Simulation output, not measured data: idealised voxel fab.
process module | voxel self aligned contacts
cross-section cut | 215 nm wide | cells 5 nm
A cross-section is a grid of square cells, given in bands from the top down. A band is one or more rows of cells.
Each band's line starts with the height of the band's top and of its bottom, in nm. Then come its materials from left to right, each with its width in nm. One material with "throughout" fills the band from edge to edge. "air" is empty space.
Height 0 is the level under which the wafer as received is all one material. The lowest band goes on downwards, as in "0 down".
A width such as "30 to 40" changes by the same amount from each row of cells to the next, from the band's top row to its bottom row.
"no change" after a step means that no cell of the cross-section changed.
closed voids: empty space of 8 cells or more with no open way to the top, each as width x height at its distance from the left edge, in nm
after a step's settings: what the simulator itself notes on the step
overlay nm, on a step with a mask: how far to the right of its planned place the mask lay; to the left if negative
plan
1 op RECEIVE | material Si
2 op OXIDIZE | depth nm 5
3 op DIRECTIONAL_DEP | material polySi | thk nm 20
4 op DIRECTIONAL_DEP | material SiN | thk nm 15
5 op DIRECTIONAL_DEP | material aC | thk nm 15
6 op PATTERN | tone cover | mask id GATE | material resist | width nm 30 | pitch nm 65 | thk nm 30 | overlay nm 0
7 op DIRECTIONAL_ETCH | etch materials aC | depth nm 15
8 op STRIP | etch materials resist
9 op DIRECTIONAL_ETCH | etch materials SiN | depth nm 15
10 op DIRECTIONAL_ETCH | etch materials polySi | depth nm 20
11 op STRIP | etch materials aC
12 op CONFORMAL_DEP | material SiN | thk nm 5
13 op DIRECTIONAL_ETCH | etch materials SiN | depth nm 5
14 op FILL_DEP | material SiO2 | thk nm 15
15 op CMP | height nm 45
16 op DIRECTIONAL_DEP | material aC | thk nm 10
17 op PATTERN | tone open | mask id CONTACT | material resist | width nm 45 | pitch nm 65 | thk nm 25 | overlay nm 0
18 op DIRECTIONAL_ETCH | etch materials aC | depth nm 10
19 op STRIP | etch materials resist
20 op DIRECTIONAL_ETCH | etch materials SiO2 | depth nm 50
21 op STRIP | etch materials aC
22 op CONFORMAL_DEP | material TiN | thk nm 5
23 op FILL_DEP | material W | thk nm 5
24 op CMP | height nm 45
25 op CONFORMAL_DEP | material SiN | thk nm 5
as received, after step 1
  0 down: Si throughout
  closed voids: none
a wafer at the end: this start, this plan, one mistake
  50 to 45: SiN throughout
  45 to 35: SiO2 55 | TiN 5 to 10 | W 30 to 15 | TiN 5 to 15 | SiO2 25 | TiN 5 to 10 | W 30 to 15 | TiN 5 to 15 | SiO2 55
  35 to 20: SiO2 20 | SiN 40 | TiN 5 | W 15 | TiN 5 | SiN 40 | TiN 5 | W 15 | TiN 5 | SiN 40 | SiO2 25
  20 to 0: SiO2 20 | SiN 5 | polySi 30 | SiN 5 | TiN 5 | W 15 | TiN 5 | SiN 5 | polySi 30 | SiN 5 | TiN 5 | W 15 | TiN 5 | SiN 5 | polySi 30 | SiN 5 | SiO2 25
  0 to -5: SiO2 60 | TiN 25 | SiO2 40 | TiN 25 | SiO2 65
  -5 down: Si throughout
  closed voids: none
what went wrong: step 17 ran as: op PATTERN | tone open | mask id CONTACT | material resist | width nm 40 | pitch nm 65 | thk nm 25 | overlay nm 0
